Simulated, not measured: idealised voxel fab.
Process module, titled voxel trench capacitor
In the cross-section labelled cut, the width is 165 nm and each square cell is 5 nm.
In this document a cross-section is written as a grid of square cells. It is given as a series of bands, listed from the top down, and a band is one or more rows of cells. It is stipulated that each band's entry specify, in nanometres, the height of the top of the band and then that of its bottom, followed by the materials of the band in left-to-right sequence, each together with its width in nanometres. A single material marked by the word "throughout" is understood to fill the band from edge to edge; the word "empty" is understood to denote empty space. All heights in this document are referenced to 0, defined as the level beneath which the wafer, as received, consists entirely of one material. The lowest band is not bounded below; it extends indefinitely downward and is written in the form "0 down". The width entry "30->40" should be interpreted row by row: the top row of cells in the band takes the first number, the bottom row takes the second number, and the change between adjacent rows is uniform throughout. "nothing changed" for a step: no cell of the cross-section changed in that step. Empty spaces without an open route to the top, at least 8 cells in extent, make up the entry "Listed closed voids"; each is given as width x height at distance, where the distance is measured from the left edge, and all are in nm. Whatever follows a step's settings on its line is a remark the simulator itself makes about that step. "overlay nm" on a masked step: distance the mask lay right of its planned place, negative for left.
Steps planned for the process
1. RECEIVE [material Si]
2. CONFORMAL_DEP [material SiN] [thk nm 10]
3. MASKED_ETCH [tone open] [mask id TRENCH] [width nm 30] [pitch nm 50] [etch materials SiN] [depth nm 10] [overlay nm 0]
4. MASKED_ETCH [tone open] [mask id TRENCH] [width nm 30] [pitch nm 50] [etch materials Si] [depth nm 25] [overlay nm 0]
5. CONFORMAL_DEP [material Al2O3] [thk nm 5]
6. CONFORMAL_DEP [material TiN] [thk nm 5]
7. FILL_DEP [material W] [thk nm 10]
8. CMP [height nm 10]
Received-state cross-section, reflecting completion of step 1
	0 down  Si throughout
	Listed closed voids: none
End-of-module XS, first of two wafers, run as planned
	10 to 0  SiN 15; Al2O3 5; TiN 5; W 10; TiN 5; Al2O3 5; SiN 20; Al2O3 5; TiN 5; W 10; TiN 5; Al2O3 5; SiN 20; Al2O3 5; TiN 5; W 10; TiN 5; Al2O3 5; SiN 20
	0 to -15  Si 15; Al2O3 5; TiN 5; W 10; TiN 5; Al2O3 5; Si 20; Al2O3 5; TiN 5; W 10; TiN 5; Al2O3 5; Si 20; Al2O3 5; TiN 5; W 10; TiN 5; Al2O3 5; Si 20
	-15 to -20  Si 15; Al2O3 5; TiN 20; Al2O3 5; Si 20; Al2O3 5; TiN 20; Al2O3 5; Si 20; Al2O3 5; TiN 20; Al2O3 5; Si 20
	-20 to -25  Si 15; Al2O3 30; Si 20; Al2O3 30; Si 20; Al2O3 30; Si 20
	-25 down  Si throughout
	Listed closed voids: none
End of module, second wafer, cross-section. Started like the first, planned like the first, run with one mistake
	10 to 5  TiN 10; Al2O3 5; SiN 30; Al2O3 5; TiN 10; Al2O3 5; SiN 30; Al2O3 5; TiN 10; Al2O3 5; SiN 30; Al2O3 5; TiN 15
	5 to 0  Al2O3 15; SiN 30; Al2O3 20; SiN 30; Al2O3 20; SiN 30; Al2O3 20
	0 down  Si throughout
	Listed closed voids: none
Which mistake was made when the wafer was run? so step 3 ended up running with a different setting than we planned, it ran as MASKED_ETCH [tone cover] [mask id TRENCH] [width nm 30] [pitch nm 50] [etch materials SiN] [depth nm 10] [overlay nm 0]
Bottom line after processing is that, in cells, the second wafer is up or down on some materials versus the first: 33 fewer of Al2O3 | 90 more of Si | 6 more of SiN | 33 fewer of TiN | 30 fewer of W
